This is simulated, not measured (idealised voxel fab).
A process module follows: voxel air gaps.
FYI the section here is cut, 240 nm wide, cells are 5 nm squares.
Notation: cross-section as square-cell grid; stated in bands, top first, going down; one or more cell rows per band.
Band: top and bottom heights (nm) first, top before bottom; then materials from left to right, widths in nm. "full width" marks a sole material filling the band edge to edge. "blank" denotes empty space.
Convention: height 0 is the level below which the wafer, as received, is all one material. The lowest band does not terminate at the bottom but continues downward, represented as "from 0 down".
Per-row width for "30..40": begins at first number (top row of band), ends at second number (bottom row), increment between rows held constant.
The designation "changes: none", where it is given for a processing step, indicates that no cell of the cross-section was altered in the course of that step.
Each empty space that has no open way to the top and spans at least 8 cells appears under "Catalogued sealed voids" as width x height at distance, the distance counted from the left edge, all in nm.
On each step's line, the part that comes after the settings is the simulator's own comment on the step.
The "overlay nm" setting may appear on a step's line; for a step that uses a mask, it gives how far to the right of its planned position the mask lay, and a negative value indicates the left.

### The steps planned for the process are as follows
1 RECEIVE | material Si
2 CONFORMAL_DEP | material SiO2 | thk nm 10
3 CONFORMAL_DEP | material SiCN | thk nm 5
4 DIRECTIONAL_DEP | material SiO2 | thk nm 40
5 MASKED_ETCH | tone open | mask id LINES | width nm 15 | pitch nm 45 | etch materials SiO2 | depth nm 40 | overlay nm 0
6 CONFORMAL_DEP | material TiN | thk nm 5
7 FILL_DEP | material Cu | thk nm 10
8 CMP | height nm 55
9 EPI | material Ru | thk nm 10
10 SELECTIVE_ETCH | etch materials SiO2 | depth nm 50
11 CONFORMAL_DEP | material SiCN | thk nm 5

### Cross-section of the wafer upon arrival, representing the state reached after step 1
* from 0 down = Si full width
* Catalogued sealed voids: none

### Cross-sectional view of the first of the two wafers upon completion of the module, processed in accordance with the plan
* from 70 to 65 = blank 30 / SiCN 180 / blank 30
* from 65 to 55 = blank 30 / SiCN 5 / Ru 35 / SiCN 10 / Ru 35 / SiCN 10 / Ru 35 / SiCN 10 / Ru 35 / SiCN 5 / blank 30
* from 55 to 50 = blank 30 / SiCN 15 / TiN 5 / Cu 5 / TiN 5 / SiCN 30 / TiN 5 / Cu 5 / TiN 5 / SiCN 30 / TiN 5 / Cu 5 / TiN 5 / SiCN 30 / TiN 5 / Cu 5 / TiN 5 / SiCN 15 / blank 30
* from 50 to 20 = blank 40 / SiCN 5 / TiN 5 / Cu 5 / TiN 5 / SiCN 5 / blank 20 / SiCN 5 / TiN 5 / Cu 5 / TiN 5 / SiCN 5 / blank 20 / SiCN 5 / TiN 5 / Cu 5 / TiN 5 / SiCN 5 / blank 20 / SiCN 5 / TiN 5 / Cu 5 / TiN 5 / SiCN 5 / blank 40
* from 20 to 15 = SiCN 45 / TiN 15 / SiCN 30 / TiN 15 / SiCN 30 / TiN 15 / SiCN 30 / TiN 15 / SiCN 45
* from 15 to 10 = SiCN full width
* from 10 to 0 = SiO2 full width
* from 0 down = Si full width
* Catalogued sealed voids: 20 x 30 at 65; 20 x 30 at 110; 20 x 30 at 155

### Here is the second of the two wafers cut open at the end of the module - same start, same plan as the first one, but we made one mistake running it
* from 80 to 75 = blank 20 / SiCN 200 / blank 20
* from 75 to 55 = blank 20 / SiCN 5 / Ru 190 / SiCN 5 / blank 20
* from 55 to 50 = blank 20 / SiCN 25 / TiN 5 / Cu 5 / TiN 5 / SiO2 30 / TiN 5 / Cu 5 / TiN 5 / SiO2 30 / TiN 5 / Cu 5 / TiN 5 / SiO2 30 / TiN 5 / Cu 5 / TiN 5 / SiCN 25 / blank 20
* from 50 to 20 = blank 40 / SiCN 5 / TiN 5 / Cu 5 / TiN 5 / SiO2 30 / TiN 5 / Cu 5 / TiN 5 / SiO2 30 / TiN 5 / Cu 5 / TiN 5 / SiO2 30 / TiN 5 / Cu 5 / TiN 5 / SiCN 5 / blank 40
* from 20 to 15 = SiCN 45 / TiN 15 / SiO2 30 / TiN 15 / SiO2 30 / TiN 15 / SiO2 30 / TiN 15 / SiCN 45
* from 15 to 10 = SiCN full width
* from 10 to 0 = SiO2 full width
* from 0 down = Si full width
* Catalogued sealed voids: none
Diagnosis: execution of plan step 9 occurred twice
Once processing is complete, comparing cell counts shows that the second wafer has more or fewer of certain materials than the first: +96 Ru; -72 SiCN; +144 SiO2
In the final state there are 3 closed voids in the first wafer, compared with 0 in the second wafer.
